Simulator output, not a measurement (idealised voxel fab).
process module | voxel capacitor over wiring
cross-section cut | 240 nm wide | cells 5 nm
A cross-section is a grid of square cells, given in bands from the top down. A band is one or more rows of cells.
Each band's line starts with the height of the band's top and of its bottom, in nm. Then come its materials from left to right, each with its width in nm. One material with "throughout" fills the band from edge to edge. "air" is empty space.
Height 0 is the level under which the wafer as received is all one material. The lowest band goes on downwards, as in "0 down".
A width such as "30 to 40" changes by the same amount from each row of cells to the next, from the band's top row to its bottom row.
"no change" after a step means that no cell of the cross-section changed.
closed voids: empty space of 8 cells or more with no open way to the top, each as width x height at its distance from the left edge, in nm
after a step's settings: what the simulator itself notes on the step
overlay nm, on a step with a mask: how far to the right of its planned place the mask lay; to the left if negative
plan
1 op RECEIVE | material Si
2 op CONFORMAL_DEP | material SiO2 | thk nm 15
3 op DIRECTIONAL_DEP | material TiN | thk nm 5
4 op DIRECTIONAL_DEP | material W | thk nm 25
5 op MASKED_ETCH | tone cover | mask id METAL_1 | width nm 20 | pitch nm 80 | etch materials W | depth nm 25 | overlay nm 0
6 op MASKED_ETCH | tone cover | mask id METAL_1 | width nm 20 | pitch nm 80 | etch materials TiN | depth nm 5 | overlay nm 0
7 op CONFORMAL_DEP | material SiN | thk nm 5
8 op FILL_DEP | material lowk | thk nm 10
9 op CMP | height nm 45
10 op CONFORMAL_DEP | material SiCN | thk nm 5
11 op DIRECTIONAL_DEP | material SiO2 | thk nm 10
12 op MASKED_ETCH | tone open | mask id PLUG_1 | width nm 15 | etch materials SiO2 | depth nm 10 | overlay nm 0
13 op MASKED_ETCH | tone open | mask id PLUG_1 | width nm 15 | etch materials SiCN | depth nm 5 | overlay nm 0
14 op EPI | material Ru | thk nm 10
15 op EPI | material Ru | thk nm 5
16 op DIRECTIONAL_DEP | material TiN | thk nm 5
17 op DIRECTIONAL_DEP | material Al2O3 | thk nm 5
18 op DIRECTIONAL_DEP | material TiN | thk nm 10
19 op PATTERN | tone cover | mask id UPPER_PLATE | material resist | width nm 65 | thk nm 20 | overlay nm 0
20 op DIRECTIONAL_ETCH | etch materials TiN | depth nm 10
21 op DIRECTIONAL_ETCH | etch materials Al2O3 | depth nm 5
22 op STRIP | etch materials resist
23 op PATTERN | tone cover | mask id LOWER_PLATE | material resist | width nm 75 | thk nm 15 | overlay nm 0
24 op DIRECTIONAL_ETCH | etch materials TiN | depth nm 5
25 op STRIP | etch materials resist
26 op FILL_DEP | material SiO2 | thk nm 15
27 op CMP | height nm 90
28 op PATTERN | tone open | mask id PLUG_2 | material resist | width nm 15 | thk nm 20 | overlay nm 0
29 op DIRECTIONAL_ETCH | etch materials SiO2 | depth nm 10
30 op STRIP | etch materials resist
31 op CONFORMAL_DEP | material TiN | thk nm 5
32 op FILL_DEP | material Cu | thk nm 10
33 op CMP | height nm 90
34 op CONFORMAL_DEP | material SiN | thk nm 5
as received, after step 1
  0 down: Si throughout
  closed voids: none
a wafer at the end: this start, this plan, one mistake
  95 to 90: SiN throughout
  90 to 85: SiO2 75 | TiN 65 | SiO2 100
  85 to 80: SiO2 75 | Al2O3 65 | SiO2 100
  80 to 75: SiO2 70 | TiN 75 | SiO2 95
  75 to 60: Ru throughout
  60 to 50: TiN throughout
  50 to 45: SiCN throughout
  45 to 20: lowk 65 | SiN 5 | W 20 | SiN 5 | lowk 50 | SiN 5 | W 20 | SiN 5 | lowk 65
  20 to 15: SiN 70 | TiN 20 | SiN 60 | TiN 20 | SiN 70
  15 to 0: SiO2 throughout
  0 down: Si throughout
  closed voids: none
what went wrong: step 11 ran as: op DIRECTIONAL_DEP | material TiN | thk nm 10
